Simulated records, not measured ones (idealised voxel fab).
The following process module bears the name voxel wiring stack.
The cross-section on display is named cut; it measures 215 nm wide, and its cells are 5 nm squares.
We lay out every cross-section as a grid of square cells and spell it out in bands from the top down, where one band means one or more rows of cells.
Heads up on the band format: heights come first, top then bottom, in nm. After that it's the materials left to right, each with its width in nm. A single material flagged "throughout" fills the whole band edge to edge, and "blank" means there's empty space there.
A quick word on heights: they are counted from 0, and under that level the wafer as it came to us is one material throughout. The lowest band is different from the rest in having no bottom; it simply continues downward, written as in "0 and below".
Graded width ("30->40"): value in top row of band = first number; value in bottom row = second number; row-to-row change constant.
"remained the same", as given for a step, is the statement that not any cell of the cross-section underwent a change during that step.
In "Entrapped voids" the enclosed voids are listed, meaning empty spaces of 8 cells or larger without any opening to the top. The form is width x height at distance, distance from the left edge, units nm.
If you see something after the settings on a step's line, that's the simulator's own remark about that step.
overlay nm: how far to the right of its planned place the mask lay on this masked step (negative: to the left).
Quick note on how to read the rest: it's all pairs. You get the cross-section before a process step and the one after, but the after one only goes down as far as the lowest band that changed. The step in between, with its settings, sits under the pair. Heads up, the pairs can come from different runs of this module on the same starting wafer, so don't assume a pair picks up from the one above unless its "State before step" entry says it does.
State before step:
> 0 and below = Si throughout
> Entrapped voids: none
Resulting Cross-Section:
> 15 down to 0 = SiO2 throughout
> Under the height 0 nothing was changed.
> Entrapped voids: none
Between the cross-sections above, the step performed was CONFORMAL_DEP | material SiO2 | thk nm 15
State before step: This step starts from the configuration shown after the step in the pair immediately above.
Resulting Cross-Section:
> 20 down to 15 = TiN throughout
> Under the height 15 nothing was changed.
> Entrapped voids: none
Between the cross-sections above, the step performed was DIRECTIONAL_DEP | material TiN | thk nm 5
State before step: This step starts from the configuration shown after the step in the pair immediately above.
Resulting Cross-Section:
> 40 down to 20 = Ru throughout
> Under the height 20 nothing was changed.
> Entrapped voids: none
Between the cross-sections above, the step performed was DIRECTIONAL_DEP | material Ru | thk nm 20
State before step: This step starts from the configuration shown after the step in the pair immediately above.
Resulting Cross-Section:
> 50 down to 40 = aC throughout
> Under the height 40 nothing was changed.
> Entrapped voids: none
Between the cross-sections above, the step performed was DIRECTIONAL_DEP | material aC | thk nm 10
State before step: This step starts from the configuration shown after the step in the pair immediately above.
Resulting Cross-Section:
> 80 down to 50 = 70 of blank; 25 of resist; 25 of blank; 25 of resist; 70 of blank
> Under the height 50 nothing was changed.
> Entrapped voids: none
Between the cross-sections above, the step performed was PATTERN | tone cover | mask id METAL_1 | material resist | width nm 25 | pitch nm 50 | thk nm 30 | overlay nm 0
State before step: This step starts from the configuration shown after the step in the pair immediately above.
Resulting Cross-Section:
> 70 down to 50 = 70 of blank; 25 of resist; 25 of blank; 25 of resist; 70 of blank
> 50 down to 40 = 70 of blank; 25 of aC; 25 of blank; 25 of aC; 70 of blank
> Under the height 40 nothing was changed.
> Entrapped voids: none
Between the cross-sections above, the step performed was DIRECTIONAL_ETCH | etch materials aC | depth nm 10
State before step: This step starts from the configuration shown after the step in the pair immediately above.
Resulting Cross-Section:
> 50 down to 40 = 70 of blank; 25 of aC; 25 of blank; 25 of aC; 70 of blank
> Under the height 40 nothing was changed.
> Entrapped voids: none
Between the cross-sections above, the step performed was STRIP | etch materials resist
State before step: This step starts from the configuration shown after the step in the pair immediately above.
Resulting Cross-Section:
> 50 down to 40 = 70 of blank; 25 of aC; 25 of blank; 25 of aC; 70 of blank
> 40 down to 20 = 70 of blank; 25 of Ru; 25 of blank; 25 of Ru; 70 of blank
> Under the height 20 nothing was changed.
> Entrapped voids: none
Between the cross-sections above, the step performed was DIRECTIONAL_ETCH | etch materials Ru | depth nm 20
State before step: This step starts from the configuration shown after the step in the pair immediately above.
Resulting Cross-Section:
> 50 down to 40 = 70 of blank; 25 of aC; 25 of blank; 25 of aC; 70 of blank
> 40 down to 20 = 70 of blank; 25 of Ru; 25 of blank; 25 of Ru; 70 of blank
> 20 down to 15 = 70 of blank; 25 of TiN; 25 of blank; 25 of TiN; 70 of blank
> Under the height 15 nothing was changed.
> Entrapped voids: none
Between the cross-sections above, the step performed was DIRECTIONAL_ETCH | etch materials TiN | depth nm 5
State before step: This step starts from the configuration shown after the step in the pair immediately above.
Resulting Cross-Section:
> 40 down to 20 = 70 of blank; 25 of Ru; 25 of blank; 25 of Ru; 70 of blank
> Under the height 20 nothing was changed.
> Entrapped voids: none
Between the cross-sections above, the step performed was STRIP | etch materials aC
State before step: This step starts from the configuration shown after the step in the pair immediately above.
Resulting Cross-Section:
> 50 down to 40 = SiO2 throughout
> 40 down to 20 = 70 of SiO2; 25 of Ru; 25 of SiO2; 25 of Ru; 70 of SiO2
> 20 down to 15 = 70 of SiO2; 25 of TiN; 25 of SiO2; 25 of TiN; 70 of SiO2
> Under the height 15 nothing was changed.
> Entrapped voids: none
Between the cross-sections above, the step performed was FILL_DEP | material SiO2 | thk nm 10
State before step: This step starts from the configuration shown after the step in the pair immediately above.
Resulting Cross-Section:
> 40 down to 20 = 70 of SiO2; 25 of Ru; 25 of SiO2; 25 of Ru; 70 of SiO2
> Under the height 20 nothing was changed.
> Entrapped voids: none
Between the cross-sections above, the step performed was CMP | height nm 40
State before step: This step starts from the configuration shown after the step in the pair immediately above.
Resulting Cross-Section:
> 45 down to 40 = SiCN throughout
> Under the height 40 nothing was changed.
> Entrapped voids: none
Between the cross-sections above, the step performed was CONFORMAL_DEP | material SiCN | thk nm 5
State before step: This step starts from the configuration shown after the step in the pair immediately above.
Resulting Cross-Section:
> 65 down to 45 = SiO2 throughout
> Under the height 45 nothing was changed.
> Entrapped voids: none
Between the cross-sections above, the step performed was DIRECTIONAL_DEP | material SiO2 | thk nm 20
State before step: This step starts from the configuration shown after the step in the pair immediately above.
Resulting Cross-Section:
> 65 down to 45 = 70 of SiO2; 15 of blank; 35 of SiO2; 15 of blank; 80 of SiO2
> Under the height 45 nothing was changed.
> Entrapped voids: none
Between the cross-sections above, the step performed was MASKED_ETCH | tone open | mask id PLUG_1 | width nm 15 | pitch nm 50 | etch materials SiO2 | depth nm 20 | overlay nm 0
State before step: This step starts from the configuration shown after the step in the pair immediately above.
Resulting Cross-Section:
> 65 down to 45 = 70 of SiO2; 15 of blank; 35 of SiO2; 15 of blank; 80 of SiO2
> 45 down to 40 = 70 of SiCN; 15 of blank; 35 of SiCN; 15 of blank; 80 of SiCN
> Under the height 40 nothing was changed.
> Entrapped voids: none
Between the cross-sections above, the step performed was MASKED_ETCH | tone open | mask id PLUG_1 | width nm 15 | pitch nm 50 | etch materials SiCN | depth nm 5 | overlay nm 0
State before step: This step starts from the configuration shown after the step in the pair immediately above.
Resulting Cross-Section:
> 65 down to 50 = 70 of SiO2; 15 of blank; 35 of SiO2; 15 of blank; 80 of SiO2
> 50 down to 45 = 70 of SiO2; 15 of Ru; 35 of SiO2; 15 of Ru; 80 of SiO2
> 45 down to 40 = 70 of SiCN; 15 of Ru; 35 of SiCN; 15 of Ru; 80 of SiCN
> Under the height 40 nothing was changed.
> Entrapped voids: none
Between the cross-sections above, the step performed was EPI | material Ru | thk nm 10
State before step: This step starts from the configuration shown after the step in the pair immediately above.
Resulting Cross-Section:
> 65 down to 60 = 70 of SiO2; 15 of blank; 35 of SiO2; 15 of blank; 80 of SiO2
> 60 down to 45 = 70 of SiO2; 15 of Ru; 35 of SiO2; 15 of Ru; 80 of SiO2
> Under the height 45 nothing was changed.
> Entrapped voids: none
Between the cross-sections above, the step performed was EPI | material Ru | thk nm 10
State before step: This step starts from the configuration shown after the step in the pair immediately above.
Resulting Cross-Section:
> 65 down to 45 = 70 of SiO2; 15 of Ru; 35 of SiO2; 15 of Ru; 80 of SiO2
> Under the height 45 nothing was changed.
> Entrapped voids: none
Between the cross-sections above, the step performed was EPI | material Ru | thk nm 5
State before step: This step starts from the configuration shown after the step in the pair immediately above.
Resulting Cross-Section:
> 70 down to 65 = TiN throughout
> Under the height 65 nothing was changed.
> Entrapped voids: none
Between the cross-sections above, the step performed was DIRECTIONAL_DEP | material TiN | thk nm 5
State before step: This step starts from the configuration shown after the step in the pair immediately above.
Resulting Cross-Section:
> 85 down to 70 = Ru throughout
> Under the height 70 nothing was changed.
> Entrapped voids: none
Between the cross-sections above, the step performed was DIRECTIONAL_DEP | material Ru | thk nm 15
State before step: This step starts from the configuration shown after the step in the pair immediately above.
Resulting Cross-Section:
> 95 down to 85 = aC throughout
> Under the height 85 nothing was changed.
> Entrapped voids: none
Between the cross-sections above, the step performed was DIRECTIONAL_DEP | material aC | thk nm 10
State before step: This step starts from the configuration shown after the step in the pair immediately above.
Resulting Cross-Section:
> 125 down to 95 = 70 of blank; 25 of resist; 25 of blank; 25 of resist; 70 of blank
> Under the height 95 nothing was changed.
> Entrapped voids: none
Between the cross-sections above, the step performed was PATTERN | tone cover | mask id METAL_2 | material resist | width nm 25 | pitch nm 50 | thk nm 30 | overlay nm 0
State before step: This step starts from the configuration shown after the step in the pair immediately above.
Resulting Cross-Section:
> 115 down to 95 = 70 of blank; 25 of resist; 25 of blank; 25 of resist; 70 of blank
> 95 down to 85 = 70 of blank; 25 of aC; 25 of blank; 25 of aC; 70 of blank
> Under the height 85 nothing was changed.
> Entrapped voids: none
Between the cross-sections above, the step performed was DIRECTIONAL_ETCH | etch materials aC | depth nm 10
State before step: This step starts from the configuration shown after the step in the pair immediately above.
Resulting Cross-Section:
> 95 down to 85 = 70 of blank; 25 of aC; 25 of blank; 25 of aC; 70 of blank
> Under the height 85 nothing was changed.
> Entrapped voids: none
Between the cross-sections above, the step performed was STRIP | etch materials resist
State before step: This step starts from the configuration shown after the step in the pair immediately above.
Resulting Cross-Section:
> 95 down to 85 = 70 of blank; 25 of aC; 25 of blank; 25 of aC; 70 of blank
> 85 down to 70 = 70 of blank; 25 of Ru; 25 of blank; 25 of Ru; 70 of blank
> Under the height 70 nothing was changed.
> Entrapped voids: none
Between the cross-sections above, the step performed was DIRECTIONAL_ETCH | etch materials Ru | depth nm 15
State before step: This step starts from the configuration shown after the step in the pair immediately above.
Resulting Cross-Section:
> 95 down to 85 = 70 of blank; 25 of aC; 25 of blank; 25 of aC; 70 of blank
> 85 down to 70 = 70 of blank; 25 of Ru; 25 of blank; 25 of Ru; 70 of blank
> 70 down to 65 = 70 of blank; 25 of TiN; 25 of blank; 25 of TiN; 70 of blank
> Under the height 65 nothing was changed.
> Entrapped voids: none
Between the cross-sections above, the step performed was DIRECTIONAL_ETCH | etch materials TiN | depth nm 5
State before step: This step starts from the configuration shown after the step in the pair immediately above.
Resulting Cross-Section:
> 85 down to 70 = 70 of blank; 25 of Ru; 25 of blank; 25 of Ru; 70 of blank
> Under the height 70 nothing was changed.
> Entrapped voids: none
Between the cross-sections above, the step performed was STRIP | etch materials aC
State before step: This step starts from the configuration shown after the step in the pair immediately above.
Resulting Cross-Section:
> 90 down to 85 = SiO2 throughout
> 85 down to 70 = 70 of SiO2; 25 of Ru; 25 of SiO2; 25 of Ru; 70 of SiO2
> 70 down to 65 = 70 of SiO2; 25 of TiN; 25 of SiO2; 25 of TiN; 70 of SiO2
> Under the height 65 nothing was changed.
> Entrapped voids: none
Between the cross-sections above, the step performed was FILL_DEP | material SiO2 | thk nm 5
State before step: This step starts from the configuration shown after the step in the pair immediately above.
Resulting Cross-Section:
> 85 down to 70 = 70 of SiO2; 25 of Ru; 25 of SiO2; 25 of Ru; 70 of SiO2
> Under the height 70 nothing was changed.
> Entrapped voids: none
Between the cross-sections above, the step performed was CMP | height nm 85
State before step: This step starts from the configuration shown after the step in the pair immediately above.
Resulting Cross-Section:
> 90 down to 85 = SiCN throughout
> Under the height 85 nothing was changed.
> Entrapped voids: none
Between the cross-sections above, the step performed was CONFORMAL_DEP | material SiCN | thk nm 5
State before step: This step starts from the configuration shown after the step in the pair immediately above.
Resulting Cross-Section:
> 100 down to 90 = lowk throughout
> Under the height 90 nothing was changed.
> Entrapped voids: none
Between the cross-sections above, the step performed was DIRECTIONAL_DEP | material lowk | thk nm 10
State before step: This step starts from the configuration shown after the step in the pair immediately above.
Resulting Cross-Section:
> 100 down to 90 = 70 of lowk; 15 of blank; 35 of lowk; 15 of blank; 80 of lowk
> Under the height 90 nothing was changed.
> Entrapped voids: none
Between the cross-sections above, the step performed was MASKED_ETCH | tone open | mask id PLUG_2 | width nm 15 | pitch nm 50 | etch materials lowk | depth nm 10 | overlay nm 0
State before step: This step starts from the configuration shown after the step in the pair immediately above.
Resulting Cross-Section:
> 100 down to 90 = 70 of lowk; 15 of blank; 35 of lowk; 15 of blank; 80 of lowk
> 90 down to 85 = 70 of SiCN; 15 of blank; 35 of SiCN; 15 of blank; 80 of SiCN
> Under the height 85 nothing was changed.
> Entrapped voids: none
Between the cross-sections above, the step performed was MASKED_ETCH | tone open | mask id PLUG_2 | width nm 15 | pitch nm 50 | etch materials SiCN | depth nm 5 | overlay nm 0
State before step: This step starts from the configuration shown after the step in the pair immediately above.
Resulting Cross-Section:
> 105 down to 100 = 75 of TiN; 5 of blank; 45 of TiN; 5 of blank; 85 of TiN
> 100 down to 90 = 70 of lowk; 5 of TiN; 5 of blank; 5 of TiN; 35 of lowk; 5 of TiN; 5 of blank; 5 of TiN; 80 of lowk
> 90 down to 85 = 70 of SiCN; 15 of TiN; 35 of SiCN; 15 of TiN; 80 of SiCN
> Under the height 85 nothing was changed.
> Entrapped voids: none
Between the cross-sections above, the step performed was CONFORMAL_DEP | material TiN | thk nm 5
State before step: This step starts from the configuration shown after the step in the pair immediately above.
Resulting Cross-Section:
> 110 down to 105 = W throughout
> 105 down to 100 = 75 of TiN; 5 of W; 45 of TiN; 5 of W; 85 of TiN
> 100 down to 90 = 70 of lowk; 5 of TiN; 5 of W; 5 of TiN; 35 of lowk; 5 of TiN; 5 of W; 5 of TiN; 80 of lowk
> Under the height 90 nothing was changed.
> Entrapped voids: none
Between the cross-sections above, the step performed was FILL_DEP | material W | thk nm 5
State before step: This step starts from the configuration shown after the step in the pair immediately above.
Resulting Cross-Section:
> 100 down to 90 = 70 of lowk; 5 of TiN; 5 of W; 5 of TiN; 35 of lowk; 5 of TiN; 5 of W; 5 of TiN; 80 of lowk
> Under the height 90 nothing was changed.
> Entrapped voids: none
Between the cross-sections above, the step performed was CMP | height nm 100
State before step: This step starts from the configuration shown after the step in the pair immediately above.
Resulting Cross-Section:
> 105 down to 100 = SiN throughout
> Under the height 100 nothing was changed.
> Entrapped voids: none
Between the cross-sections above, the step performed was CONFORMAL_DEP | material SiN | thk nm 5
State before step: This step starts from the configuration shown after the step in the pair immediately above.
Resulting Cross-Section:
> 130 down to 105 = SiO2 throughout
> Under the height 105 nothing was changed.
> Entrapped voids: none
Between the cross-sections above, the step performed was DIRECTIONAL_DEP | material SiO2 | thk nm 25
State before step: This step starts from the configuration shown after the step in the pair immediately above.
Resulting Cross-Section:
> 150 down to 130 = 70 of resist; 25 of blank; 25 of resist; 25 of blank; 70 of resist
> Under the height 130 nothing was changed.
> Entrapped voids: none
Between the cross-sections above, the step performed was PATTERN | tone open | mask id METAL_3 | material resist | width nm 25 | pitch nm 50 | thk nm 20 | overlay nm 0
State before step: This step starts from the configuration shown after the step in the pair immediately above.
Resulting Cross-Section:
> 150 down to 130 = 70 of resist; 25 of blank; 25 of resist; 25 of blank; 70 of resist
> 130 down to 105 = 70 of SiO2; 25 of blank; 25 of SiO2; 25 of blank; 70 of SiO2
> Under the height 105 nothing was changed.
> Entrapped voids: none
Between the cross-sections above, the step performed was DIRECTIONAL_ETCH | etch materials SiO2 | depth nm 25
State before step: This step starts from the configuration shown after the step in the pair immediately above.
Resulting Cross-Section:
> 150 down to 130 = 70 of resist; 25 of blank; 25 of resist; 25 of blank; 70 of resist
> 130 down to 105 = 70 of SiO2; 25 of blank; 25 of SiO2; 25 of blank; 70 of SiO2
> 105 down to 100 = 70 of SiN; 25 of blank; 25 of SiN; 25 of blank; 70 of SiN
> Under the height 100 nothing was changed.
> Entrapped voids: none
Between the cross-sections above, the step performed was DIRECTIONAL_ETCH | etch materials SiN | depth nm 5
State before step: This step starts from the configuration shown after the step in the pair immediately above.
Resulting Cross-Section:
> 130 down to 105 = 70 of SiO2; 25 of blank; 25 of SiO2; 25 of blank; 70 of SiO2
> Under the height 105 nothing was changed.
> Entrapped voids: none
Between the cross-sections above, the step performed was STRIP | etch materials resist
State before step: This step starts from the configuration shown after the step in the pair immediately above.
Resulting Cross-Section:
> 135 down to 130 = 75 of TiN; 15 of blank; 35 of TiN; 15 of blank; 75 of TiN
> 130 down to 105 = 70 of SiO2; 5 of TiN; 15 of blank; 5 of TiN; 25 of SiO2; 5 of TiN; 15 of blank; 5 of TiN; 70 of SiO2
> 105 down to 100 = 70 of SiN; 25 of TiN; 25 of SiN; 25 of TiN; 70 of SiN
> Under the height 100 nothing was changed.
> Entrapped voids: none
Between the cross-sections above, the step performed was CONFORMAL_DEP | material TiN | thk nm 5
State before step: This step starts from the configuration shown after the step in the pair immediately above.
Resulting Cross-Section:
> 140 down to 135 = Cu throughout
> 135 down to 130 = 75 of TiN; 15 of Cu; 35 of TiN; 15 of Cu; 75 of TiN
> 130 down to 105 = 70 of SiO2; 5 of TiN; 15 of Cu; 5 of TiN; 25 of SiO2; 5 of TiN; 15 of Cu; 5 of TiN; 70 of SiO2
> Under the height 105 nothing was changed.
> Entrapped voids: none
Between the cross-sections above, the step performed was FILL_DEP | material Cu | thk nm 5
State before step: This step starts from the configuration shown after the step in the pair immediately above.
Resulting Cross-Section:
> 130 down to 105 = 70 of SiO2; 5 of TiN; 15 of Cu; 5 of TiN; 25 of SiO2; 5 of TiN; 15 of Cu; 5 of TiN; 70 of SiO2
> Under the height 105 nothing was changed.
> Entrapped voids: none
Between the cross-sections above, the step performed was CMP | height nm 130
State before step: This step starts from the configuration shown after the step in the pair immediately above.
Resulting Cross-Section:
> 135 down to 130 = SiCN throughout
> Under the height 130 nothing was changed.
> Entrapped voids: none
Between the cross-sections above, the step performed was CONFORMAL_DEP | material SiCN | thk nm 5
State before step: This step starts from the configuration shown after the step in the pair immediately above.
Resulting Cross-Section:
> 155 down to 135 = SiO2 throughout
> Under the height 135 nothing was changed.
> Entrapped voids: none
Between the cross-sections above, the step performed was DIRECTIONAL_DEP | material SiO2 | thk nm 20
State before step: This step starts from the configuration shown after the step in the pair immediately above.
Resulting Cross-Section:
> 155 down to 135 = 70 of SiO2; 15 of blank; 130 of SiO2
> Under the height 135 nothing was changed.
> Entrapped voids: none
Between the cross-sections above, the step performed was MASKED_ETCH | tone open | mask id PLUG_3 | width nm 15 | etch materials SiO2 | depth nm 20 | overlay nm 0
State before step: This step starts from the configuration shown after the step in the pair immediately above.
Resulting Cross-Section:
> 155 down to 135 = 70 of SiO2; 15 of blank; 130 of SiO2
> 135 down to 130 = 70 of SiCN; 15 of blank; 130 of SiCN
> Under the height 130 nothing was changed.
> Entrapped voids: none
Between the cross-sections above, the step performed was MASKED_ETCH | tone open | mask id PLUG_3 | width nm 15 | etch materials SiCN | depth nm 5 | overlay nm 0
State before step: This step starts from the configuration shown after the step in the pair immediately above.
Resulting Cross-Section:
> 155 down to 140 = 70 of SiO2; 15 of blank; 130 of SiO2
> 140 down to 135 = 70 of SiO2; 15 of Ru; 130 of SiO2
> 135 down to 130 = 70 of SiCN; 15 of Ru; 130 of SiCN
> Under the height 130 nothing was changed.
> Entrapped voids: none
Between the cross-sections above, the step performed was EPI | material Ru | thk nm 10
State before step: This step starts from the configuration shown after the step in the pair immediately above.
Resulting Cross-Section:
> 155 down to 150 = 70 of SiO2; 15 of blank; 130 of SiO2
> 150 down to 135 = 70 of SiO2; 15 of Ru; 130 of SiO2
> Under the height 135 nothing was changed.
> Entrapped voids: none
Between the cross-sections above, the step performed was EPI | material Ru | thk nm 10
State before step: This step starts from the configuration shown after the step in the pair immediately above.
Resulting Cross-Section:
> 155 down to 135 = 70 of SiO2; 15 of Ru; 130 of SiO2
> Under the height 135 nothing was changed.
> Entrapped voids: none
Between the cross-sections above, the step performed was EPI | material Ru | thk nm 5
State before step: This step starts from the configuration shown after the step in the pair immediately above.
Resulting Cross-Section:
> 160 down to 155 = SiCN throughout
> Under the height 155 nothing was changed.
> Entrapped voids: none
Between the cross-sections above, the step performed was CONFORMAL_DEP | material SiCN | thk nm 5
State before step: This step starts from the configuration shown after the step in the pair immediately above.
Resulting Cross-Section:
> 185 down to 160 = lowk throughout
> Under the height 160 nothing was changed.
> Entrapped voids: none
Between the cross-sections above, the step performed was DIRECTIONAL_DEP | material lowk | thk nm 25
State before step: This step starts from the configuration shown after the step in the pair immediately above.
Resulting Cross-Section:
> 185 down to 160 = 70 of lowk; 25 of blank; 25 of lowk; 25 of blank; 70 of lowk
> Under the height 160 nothing was changed.
> Entrapped voids: none
Between the cross-sections above, the step performed was MASKED_ETCH | tone open | mask id METAL_4 | width nm 25 | pitch nm 50 | etch materials lowk | depth nm 25 | overlay nm 0
State before step: This step starts from the configuration shown after the step in the pair immediately above.
Resulting Cross-Section:
> 185 down to 160 = 70 of lowk; 25 of blank; 25 of lowk; 25 of blank; 70 of lowk
> 160 down to 155 = 70 of SiCN; 25 of blank; 25 of SiCN; 25 of blank; 70 of SiCN
> Under the height 155 nothing was changed.
> Entrapped voids: none
Between the cross-sections above, the step performed was MASKED_ETCH | tone open | mask id METAL_4 | width nm 25 | pitch nm 50 | etch materials SiCN | depth nm 5 | overlay nm 0
State before step: This step starts from the configuration shown after the step in the pair immediately above.
Resulting Cross-Section:
> 190 down to 185 = 75 of TiN; 15 of blank; 35 of TiN; 15 of blank; 75 of TiN
> 185 down to 160 = 70 of lowk; 5 of TiN; 15 of blank; 5 of TiN; 25 of lowk; 5 of TiN; 15 of blank; 5 of TiN; 70 of lowk
> 160 down to 155 = 70 of SiCN; 25 of TiN; 25 of SiCN; 25 of TiN; 70 of SiCN
> Under the height 155 nothing was changed.
> Entrapped voids: none
Between the cross-sections above, the step performed was CONFORMAL_DEP | material TiN | thk nm 5
State before step: This step starts from the configuration shown after the step in the pair immediately above.
Resulting Cross-Section:
> 200 down to 190 = Cu throughout
> 190 down to 185 = 75 of TiN; 15 of Cu; 35 of TiN; 15 of Cu; 75 of TiN
> 185 down to 160 = 70 of lowk; 5 of TiN; 15 of Cu; 5 of TiN; 25 of lowk; 5 of TiN; 15 of Cu; 5 of TiN; 70 of lowk
> Under the height 160 nothing was changed.
> Entrapped voids: none
Between the cross-sections above, the step performed was FILL_DEP | material Cu | thk nm 10
State before step: This step starts from the configuration shown after the step in the pair immediately above.
Resulting Cross-Section:
> 185 down to 160 = 70 of lowk; 5 of TiN; 15 of Cu; 5 of TiN; 25 of lowk; 5 of TiN; 15 of Cu; 5 of TiN; 70 of lowk
> Under the height 160 nothing was changed.
> Entrapped voids: none
Between the cross-sections above, the step performed was CMP | height nm 185
State before step: This step starts from the configuration shown after the step in the pair immediately above.
Resulting Cross-Section:
> 190 down to 185 = SiN throughout
> Under the height 185 nothing was changed.
> Entrapped voids: none
Between the cross-sections above, the step performed was CONFORMAL_DEP | material SiN | thk nm 5
State before step:
> 45 down to 40 = SiCN throughout
> 40 down to 20 = 70 of SiO2; 25 of Ru; 25 of SiO2; 25 of Ru; 70 of SiO2
> 20 down to 15 = 70 of SiO2; 25 of TiN; 25 of SiO2; 25 of TiN; 70 of SiO2
> 15 down to 0 = SiO2 throughout
> 0 and below = Si throughout
> Entrapped voids: none
Resulting Cross-Section:
> 45 down to 40 = 70 of SiCN; 15 of blank; 35 of SiCN; 15 of blank; 80 of SiCN
> Under the height 40 nothing was changed.
> Entrapped voids: none
Between the cross-sections above, the step performed was MASKED_ETCH | tone open | mask id PLUG_1 | width nm 15 | pitch nm 50 | etch materials SiCN | depth nm 5 | overlay nm 0
State before step: This step starts from the configuration shown after the step in the pair immediately above.
Resulting Cross-Section:
> 50 down to 45 = 65 of blank; 25 of Ru; 25 of blank; 25 of Ru; 75 of blank
> 45 down to 40 = 70 of SiCN; 15 of Ru; 35 of SiCN; 15 of Ru; 80 of SiCN
> Under the height 40 nothing was changed.
> Entrapped voids: none
Between the cross-sections above, the step performed was EPI | material Ru | thk nm 10
State before step: This step starts from the configuration shown after the step in the pair immediately above.
Resulting Cross-Section:
> 60 down to 45 = 55 of blank; 45 of Ru; 5 of blank; 45 of Ru; 65 of blank
> Under the height 45 nothing was changed.
> Entrapped voids: none
Between the cross-sections above, the step performed was EPI | material Ru | thk nm 10
State before step: This step starts from the configuration shown after the step in the pair immediately above.
Resulting Cross-Section:
> 65 down to 45 = 50 of blank; 105 of Ru; 60 of blank
> Under the height 45 nothing was changed.
> Entrapped voids: none
Between the cross-sections above, the step performed was EPI | material Ru | thk nm 5
State before step: This step starts from the configuration shown after the step in the pair immediately above.
Resulting Cross-Section:
> 70 down to 65 = 50 of blank; 105 of TiN; 60 of blank
> 65 down to 50 = 50 of blank; 105 of Ru; 60 of blank
> 50 down to 45 = 50 of TiN; 105 of Ru; 60 of TiN
> Under the height 45 nothing was changed.
> Entrapped voids: none
Between the cross-sections above, the step performed was DIRECTIONAL_DEP | material TiN | thk nm 5
State before step: This step starts from the configuration shown after the step in the pair immediately above.
Resulting Cross-Section:
> 85 down to 70 = 50 of blank; 105 of Ru; 60 of blank
> 70 down to 65 = 50 of blank; 105 of TiN; 60 of blank
> 65 down to 50 = Ru throughout
> Under the height 50 nothing was changed.
> Entrapped voids: none
Between the cross-sections above, the step performed was DIRECTIONAL_DEP | material Ru | thk nm 15
State before step: This step starts from the configuration shown after the step in the pair immediately above.
Resulting Cross-Section:
> 95 down to 85 = 50 of blank; 105 of aC; 60 of blank
> 85 down to 75 = 50 of blank; 105 of Ru; 60 of blank
> 75 down to 70 = 50 of aC; 105 of Ru; 60 of aC
> 70 down to 65 = 50 of aC; 105 of TiN; 60 of aC
> Under the height 65 nothing was changed.
> Entrapped voids: none
Between the cross-sections above, the step performed was DIRECTIONAL_DEP | material aC | thk nm 10
State before step: This step starts from the configuration shown after the step in the pair immediately above.
Resulting Cross-Section:
> 125 down to 95 = 70 of blank; 25 of resist; 25 of blank; 25 of resist; 70 of blank
> Under the height 95 nothing was changed.
> Entrapped voids: none
Between the cross-sections above, the step performed was PATTERN | tone cover | mask id METAL_2 | material resist | width nm 25 | pitch nm 50 | thk nm 30 | overlay nm 0
State before step: This step starts from the configuration shown after the step in the pair immediately above.
Resulting Cross-Section:
> 115 down to 95 = 70 of blank; 25 of resist; 25 of blank; 25 of resist; 70 of blank
> 95 down to 85 = 70 of blank; 25 of aC; 25 of blank; 25 of aC; 70 of blank
> 85 down to 70 = 50 of blank; 105 of Ru; 60 of blank
> 70 down to 65 = 50 of blank; 105 of TiN; 60 of blank
> Under the height 65 nothing was changed.
> Entrapped voids: none
Between the cross-sections above, the step performed was DIRECTIONAL_ETCH | etch materials aC | depth nm 10
State before step: This step starts from the configuration shown after the step in the pair immediately above.
Resulting Cross-Section:
> 95 down to 85 = 70 of blank; 25 of aC; 25 of blank; 25 of aC; 70 of blank
> Under the height 85 nothing was changed.
> Entrapped voids: none
Between the cross-sections above, the step performed was STRIP | etch materials resist
State before step: This step starts from the configuration shown after the step in the pair immediately above.
Resulting Cross-Section:
> 95 down to 85 = 70 of blank; 25 of aC; 25 of blank; 25 of aC; 70 of blank
> 85 down to 70 = 70 of blank; 25 of Ru; 25 of blank; 25 of Ru; 70 of blank
> 70 down to 65 = 50 of blank; 105 of TiN; 60 of blank
> 65 down to 50 = 50 of blank; 105 of Ru; 60 of blank
> Under the height 50 nothing was changed.
> Entrapped voids: none
Between the cross-sections above, the step performed was DIRECTIONAL_ETCH | etch materials Ru | depth nm 15
State before step: This step starts from the configuration shown after the step in the pair immediately above.
Resulting Cross-Section:
> 95 down to 85 = 70 of blank; 25 of aC; 25 of blank; 25 of aC; 70 of blank
> 85 down to 70 = 70 of blank; 25 of Ru; 25 of blank; 25 of Ru; 70 of blank
> 70 down to 65 = 70 of blank; 25 of TiN; 25 of blank; 25 of TiN; 70 of blank
> 65 down to 45 = 50 of blank; 105 of Ru; 60 of blank
> Under the height 45 nothing was changed.
> Entrapped voids: none
Between the cross-sections above, the step performed was DIRECTIONAL_ETCH | etch materials TiN | depth nm 5
State before step: This step starts from the configuration shown after the step in the pair immediately above.
Resulting Cross-Section:
> 85 down to 70 = 70 of blank; 25 of Ru; 25 of blank; 25 of Ru; 70 of blank
> Under the height 70 nothing was changed.
> Entrapped voids: none
Between the cross-sections above, the step performed was STRIP | etch materials aC
State before step: This step starts from the configuration shown after the step in the pair immediately above.
Resulting Cross-Section:
> 90 down to 85 = SiO2 throughout
> 85 down to 70 = 70 of SiO2; 25 of Ru; 25 of SiO2; 25 of Ru; 70 of SiO2
> 70 down to 65 = 70 of SiO2; 25 of TiN; 25 of SiO2; 25 of TiN; 70 of SiO2
> 65 down to 45 = 50 of SiO2; 105 of Ru; 60 of SiO2
> Under the height 45 nothing was changed.
> Entrapped voids: none
Between the cross-sections above, the step performed was FILL_DEP | material SiO2 | thk nm 5
State before step: This step starts from the configuration shown after the step in the pair immediately above.
Resulting Cross-Section:
> 85 down to 70 = 70 of SiO2; 25 of Ru; 25 of SiO2; 25 of Ru; 70 of SiO2
> Under the height 70 nothing was changed.
> Entrapped voids: none
Between the cross-sections above, the step performed was CMP | height nm 85
State before step: This step starts from the configuration shown after the step in the pair immediately above.
Resulting Cross-Section:
> 90 down to 85 = SiCN throughout
> Under the height 85 nothing was changed.
> Entrapped voids: none
Between the cross-sections above, the step performed was CONFORMAL_DEP | material SiCN | thk nm 5
State before step: This step starts from the configuration shown after the step in the pair immediately above.
Resulting Cross-Section:
> 100 down to 90 = lowk throughout
> Under the height 90 nothing was changed.
> Entrapped voids: none
Between the cross-sections above, the step performed was DIRECTIONAL_DEP | material lowk | thk nm 10
State before step: This step starts from the configuration shown after the step in the pair immediately above.
Resulting Cross-Section:
> 100 down to 90 = 70 of lowk; 15 of blank; 35 of lowk; 15 of blank; 80 of lowk
> Under the height 90 nothing was changed.
> Entrapped voids: none
Between the cross-sections above, the step performed was MASKED_ETCH | tone open | mask id PLUG_2 | width nm 15 | pitch nm 50 | etch materials lowk | depth nm 10 | overlay nm 0
